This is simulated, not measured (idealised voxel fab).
The process module presented herein is designated voxel transistor to metal.
The figure presents cross-section cut, which has a width of 260 nm and is divided into square cells with an edge length of 5 nm.
In this document a cross-section is written as a grid of square cells. It is given as a series of bands, listed from the top down, and a band is one or more rows of cells.
Top height, bottom height, nm. Materials left to right, width each, nm. Single material + "throughout" = fills band edge to edge. "air" = empty.
Where do heights start? At 0: under that level the wafer as delivered is made of one material only. And the lowest band has no floor; it just carries on downward, as in "0 and below".
Width: "30 to 40" (first number = top row, second number = bottom row, same change from row to row of cells).
Key: "remains unaltered" - step with no changed cell in the cross-section.
You'll see "Trapped cavities" listing empty spaces that have no way open to the top, as long as they're 8 cells or more; the notation is width x height at distance, where the distance is from the left edge, and all of it is in nm.
Post-settings text on a step line: simulator's own remark regarding the step.
The line of a step may include "overlay nm". On a step with a mask, this value is how far to the right of its planned place the mask lay. A negative value means the mask lay to the left.
[Steps planned for the process]
1 RECEIVE: material Si
2 OXIDIZE: depth nm 5
3 CONFORMAL_DEP: material SiN, thk nm 15
4 DIRECTIONAL_DEP: material aC, thk nm 10
5 PATTERN: tone cover, mask id ACTIVE, material resist, width nm 100, pitch nm 125, thk nm 30, overlay nm 0
6 DIRECTIONAL_ETCH: etch materials aC, depth nm 10
7 STRIP: etch materials resist
8 DIRECTIONAL_ETCH: etch materials SiN, depth nm 15
9 DIRECTIONAL_ETCH: etch materials SiO2, depth nm 5
10 DIRECTIONAL_ETCH: etch materials Si, depth nm 25
11 STRIP: etch materials aC
12 OXIDIZE: depth nm 5
13 FILL_DEP: material SiO2, thk nm 5
14 CMP: height nm 15
15 SELECTIVE_ETCH: etch materials SiO2, depth nm 10
16 STRIP: etch materials SiN
17 SELECTIVE_ETCH: etch materials SiO2, depth nm 5
18 OXIDIZE: depth nm 5
19 DIRECTIONAL_DEP: material polySi, thk nm 20
20 DIRECTIONAL_DEP: material SiCN, thk nm 10
21 DIRECTIONAL_DEP: material aC, thk nm 15
22 PATTERN: tone cover, mask id GATE, material resist, width nm 20, pitch nm 125, thk nm 30, overlay nm 0
23 DIRECTIONAL_ETCH: etch materials aC, depth nm 15
24 STRIP: etch materials resist
25 DIRECTIONAL_ETCH: etch materials SiCN, depth nm 20
26 DIRECTIONAL_ETCH: etch materials polySi, depth nm 30
27 STRIP: etch materials aC
28 CONFORMAL_DEP: material SiO2, thk nm 5
29 DIRECTIONAL_ETCH: etch materials SiO2, depth nm 5
30 CONFORMAL_DEP: material SiN, thk nm 5
31 DIRECTIONAL_ETCH: etch materials SiN, depth nm 5
32 DIRECTIONAL_ETCH: etch materials SiO2, depth nm 5
33 DIRECTIONAL_ETCH: etch materials Si, depth nm 15
34 EPI: material nSi, thk nm 20
35 FILL_DEP: material SiO2, thk nm 10
36 CMP: height nm 25
37 DIRECTIONAL_DEP: material SiO2, thk nm 10
38 DIRECTIONAL_DEP: material aC, thk nm 10
39 PATTERN: tone open, mask id CONTACT, material resist, width nm 20, thk nm 30, overlay nm 0
40 DIRECTIONAL_ETCH: etch materials aC, depth nm 10
41 STRIP: etch materials resist
42 DIRECTIONAL_ETCH: etch materials SiO2, depth nm 40
43 STRIP: etch materials aC
44 CONFORMAL_DEP: material TiN, thk nm 5
45 FILL_DEP: material W, thk nm 5
46 CMP: height nm 35
47 DIRECTIONAL_DEP: material TiN, thk nm 5
48 DIRECTIONAL_DEP: material W, thk nm 25
49 MASKED_ETCH: tone cover, mask id METAL_1, width nm 20, etch materials W, depth nm 25, overlay nm 0
50 MASKED_ETCH: tone cover, mask id METAL_1, width nm 20, etch materials TiN, depth nm 5, overlay nm 0
51 FILL_DEP: material SiO2, thk nm 10
52 CMP: height nm 65
53 CONFORMAL_DEP: material SiCN, thk nm 5
[as received, after step 1]
  0 and below: Si throughout
  Trapped cavities: none
[Cross-section taken at module completion on the first of two wafers; processed per the plan]
  70 down to 65: SiCN throughout
  65 down to 40: 20 of SiO2 / 20 of W / 50 of SiO2 / 20 of W / 35 of SiO2 / 20 of W / 50 of SiO2 / 20 of W / 25 of SiO2
  40 down to 35: 20 of SiO2 / 20 of TiN / 50 of SiO2 / 20 of TiN / 35 of SiO2 / 20 of TiN / 50 of SiO2 / 20 of TiN / 25 of SiO2
  35 down to 25: 20 of SiO2 / 5 of TiN / 10 of W / 5 of TiN / 50 of SiO2 / 5 of TiN / 10 of W / 5 of TiN / 35 of SiO2 / 5 of TiN / 10 of W / 5 of TiN / 50 of SiO2 / 5 of TiN / 10 of W / 5 of TiN / 25 of SiO2
  25 down to 15: 20 of SiO2 / 5 of TiN / 10 of W / 5 of TiN / 5 of SiO2 / 5 of SiN / 5 of SiO2 / 20 of SiCN / 5 of SiO2 / 5 of SiN / 5 of SiO2 / 5 of TiN / 10 of W / 5 of TiN / 35 of SiO2 / 5 of TiN / 10 of W / 5 of TiN / 5 of SiO2 / 5 of SiN / 5 of SiO2 / 20 of SiCN / 5 of SiO2 / 5 of SiN / 5 of SiO2 / 5 of TiN / 10 of W / 5 of TiN / 25 of SiO2
  15 down to 10: 20 of SiO2 / 20 of TiN / 5 of SiO2 / 5 of SiN / 5 of SiO2 / 20 of polySi / 5 of SiO2 / 5 of SiN / 5 of SiO2 / 20 of TiN / 35 of SiO2 / 20 of TiN / 5 of SiO2 / 5 of SiN / 5 of SiO2 / 20 of polySi / 5 of SiO2 / 5 of SiN / 5 of SiO2 / 20 of TiN / 25 of SiO2
  10 down to 0: 20 of SiO2 / 5 of TiN / 20 of nSi / 5 of SiN / 5 of SiO2 / 20 of polySi / 5 of SiO2 / 5 of SiN / 20 of nSi / 5 of TiN / 35 of SiO2 / 5 of TiN / 20 of nSi / 5 of SiN / 5 of SiO2 / 20 of polySi / 5 of SiO2 / 5 of SiN / 20 of nSi / 5 of TiN / 25 of SiO2
  0 down to -5: 15 of SiO2 / 5 of SiN / 5 of TiN / 20 of nSi / 5 of SiN / 5 of SiO2 / 20 of polySi / 5 of SiO2 / 5 of SiN / 20 of nSi / 5 of TiN / 5 of SiN / 25 of SiO2 / 5 of SiN / 5 of TiN / 20 of nSi / 5 of SiN / 5 of SiO2 / 20 of polySi / 5 of SiO2 / 5 of SiN / 20 of nSi / 5 of TiN / 5 of SiN / 20 of SiO2
  -5 down to -10: 20 of SiO2 / 25 of nSi / 40 of SiO2 / 25 of nSi / 35 of SiO2 / 25 of nSi / 40 of SiO2 / 25 of nSi / 25 of SiO2
  -10 down to -25: 20 of SiO2 / 25 of nSi / 40 of Si / 25 of nSi / 35 of SiO2 / 25 of nSi / 40 of Si / 25 of nSi / 25 of SiO2
  -25 down to -35: 20 of SiO2 / 90 of Si / 35 of SiO2 / 90 of Si / 25 of SiO2
  -35 and below: Si throughout
  Trapped cavities: none
[Wafer two, end of module, cross-section. Same start, same plan as wafer one. One mistake in the run]
  70 down to 65: SiCN throughout
  65 down to 40: 20 of SiO2 / 20 of W / 50 of SiO2 / 20 of W / 35 of SiO2 / 20 of W / 50 of SiO2 / 20 of W / 25 of SiO2
  40 down to 35: 20 of SiO2 / 20 of TiN / 50 of SiO2 / 20 of TiN / 35 of SiO2 / 20 of TiN / 50 of SiO2 / 20 of TiN / 25 of SiO2
  35 down to 25: 20 of SiO2 / 5 of TiN / 10 of SiN / 5 of TiN / 50 of SiO2 / 5 of TiN / 10 of SiN / 5 of TiN / 35 of SiO2 / 5 of TiN / 10 of SiN / 5 of TiN / 50 of SiO2 / 5 of TiN / 10 of SiN / 5 of TiN / 25 of SiO2
  25 down to 15: 20 of SiO2 / 5 of TiN / 10 of SiN / 5 of TiN / 5 of SiO2 / 5 of SiN / 5 of SiO2 / 20 of SiCN / 5 of SiO2 / 5 of SiN / 5 of SiO2 / 5 of TiN / 10 of SiN / 5 of TiN / 35 of SiO2 / 5 of TiN / 10 of SiN / 5 of TiN / 5 of SiO2 / 5 of SiN / 5 of SiO2 / 20 of SiCN / 5 of SiO2 / 5 of SiN / 5 of SiO2 / 5 of TiN / 10 of SiN / 5 of TiN / 25 of SiO2
  15 down to 10: 20 of SiO2 / 20 of TiN / 5 of SiO2 / 5 of SiN / 5 of SiO2 / 20 of polySi / 5 of SiO2 / 5 of SiN / 5 of SiO2 / 20 of TiN / 35 of SiO2 / 20 of TiN / 5 of SiO2 / 5 of SiN / 5 of SiO2 / 20 of polySi / 5 of SiO2 / 5 of SiN / 5 of SiO2 / 20 of TiN / 25 of SiO2
  10 down to 0: 20 of SiO2 / 5 of TiN / 20 of nSi / 5 of SiN / 5 of SiO2 / 20 of polySi / 5 of SiO2 / 5 of SiN / 20 of nSi / 5 of TiN / 35 of SiO2 / 5 of TiN / 20 of nSi / 5 of SiN / 5 of SiO2 / 20 of polySi / 5 of SiO2 / 5 of SiN / 20 of nSi / 5 of TiN / 25 of SiO2
  0 down to -5: 15 of SiO2 / 5 of SiN / 5 of TiN / 20 of nSi / 5 of SiN / 5 of SiO2 / 20 of polySi / 5 of SiO2 / 5 of SiN / 20 of nSi / 5 of TiN / 5 of SiN / 25 of SiO2 / 5 of SiN / 5 of TiN / 20 of nSi / 5 of SiN / 5 of SiO2 / 20 of polySi / 5 of SiO2 / 5 of SiN / 20 of nSi / 5 of TiN / 5 of SiN / 20 of SiO2
  -5 down to -10: 20 of SiO2 / 25 of nSi / 40 of SiO2 / 25 of nSi / 35 of SiO2 / 25 of nSi / 40 of SiO2 / 25 of nSi / 25 of SiO2
  -10 down to -25: 20 of SiO2 / 25 of nSi / 40 of Si / 25 of nSi / 35 of SiO2 / 25 of nSi / 40 of Si / 25 of nSi / 25 of SiO2
  -25 down to -35: 20 of SiO2 / 90 of Si / 35 of SiO2 / 90 of Si / 25 of SiO2
  -35 and below: Si throughout
  Trapped cavities: none
Where did the run depart from the plan? step 45: run off-plan, actual operation and settings FILL_DEP: material SiN, thk nm 5
End of process, cell counts, second wafer against first, materials with more or fewer: 32 more of SiN, 32 fewer of W
